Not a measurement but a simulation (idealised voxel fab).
process module | voxel plated lines
cross-section cut | 225 nm wide | cells 5 nm
A cross-section is a grid of square cells, given in bands from the top down. A band is one or more rows of cells.
Each band's line starts with the height of the band's top and of its bottom, in nm. Then come its materials from left to right, each with its width in nm. One material with "throughout" fills the band from edge to edge. "air" is empty space.
Height 0 is the level under which the wafer as received is all one material. The lowest band goes on downwards, as in "0 down".
A width such as "30 to 40" changes by the same amount from each row of cells to the next, from the band's top row to its bottom row.
"no change" after a step means that no cell of the cross-section changed.
closed voids: empty space of 8 cells or more with no open way to the top, each as width x height at its distance from the left edge, in nm
after a step's settings: what the simulator itself notes on the step
overlay nm, on a step with a mask: how far to the right of its planned place the mask lay; to the left if negative
plan
1 op RECEIVE | material Si
2 op CONFORMAL_DEP | material Al2O3 | thk nm 15
3 op DIRECTIONAL_DEP | material TiN | thk nm 5
4 op PATTERN | tone open | mask id LINES | material resist | width nm 15 | pitch nm 45 | thk nm 30 | overlay nm 0
5 op EPI | material Ru | thk nm 5
6 op EPI | material Ru | thk nm 10
7 op STRIP | etch materials resist
8 op DIRECTIONAL_ETCH | etch materials TiN | depth nm 5
9 op CONFORMAL_DEP | material SiN | thk nm 5
varied across the wafers: width nm of step 4. The plan shows the first wafer's value. All wafers start alike
first wafer as received, after step 1
  0 down: Si throughout
  closed voids: none
first wafer at the end, after step 9
  40 to 35: air 35 | SiN 25 | air 20 | SiN 25 | air 20 | SiN 25 | air 20 | SiN 25 | air 30
  35 to 20: air 35 | SiN 5 | Ru 15 | SiN 5 | air 20 | SiN 5 | Ru 15 | SiN 5 | air 20 | SiN 5 | Ru 15 | SiN 5 | air 20 | SiN 5 | Ru 15 | SiN 5 | air 30
  20 to 15: SiN 40 | TiN 15 | SiN 30 | TiN 15 | SiN 30 | TiN 15 | SiN 30 | TiN 15 | SiN 35
  15 to 0: Al2O3 throughout
  0 down: Si throughout
  closed voids: none
last wafer at the end
  40 to 35: air 25 | SiN 40 | air 5 | SiN 40 | air 5 | SiN 40 | air 5 | SiN 40 | air 25
  35 to 20: air 25 | SiN 5 | Ru 30 | SiN 5 | air 5 | SiN 5 | Ru 30 | SiN 5 | air 5 | SiN 5 | Ru 30 | SiN 5 | air 5 | SiN 5 | Ru 30 | SiN 5 | air 25
  20 to 15: SiN 30 | TiN 30 | SiN 15 | TiN 30 | SiN 15 | TiN 30 | SiN 15 | TiN 30 | SiN 30
  15 to 0: Al2O3 throughout
  0 down: Si throughout
  closed voids: none
each wafer at the end: cells of each material gained (+) or lost (-) since it was received, then its closed voids
width nm 15 | +135 Al2O3 | +36 Ru | +77 SiN | +12 TiN | closed voids: none
width nm 20 | +135 Al2O3 | +48 Ru | +77 SiN | +16 TiN | closed voids: none
width nm 25 | +135 Al2O3 | +60 Ru | +77 SiN | +20 TiN | closed voids: none
width nm 30 | +135 Al2O3 | +72 Ru | +77 SiN | +24 TiN | closed voids: none
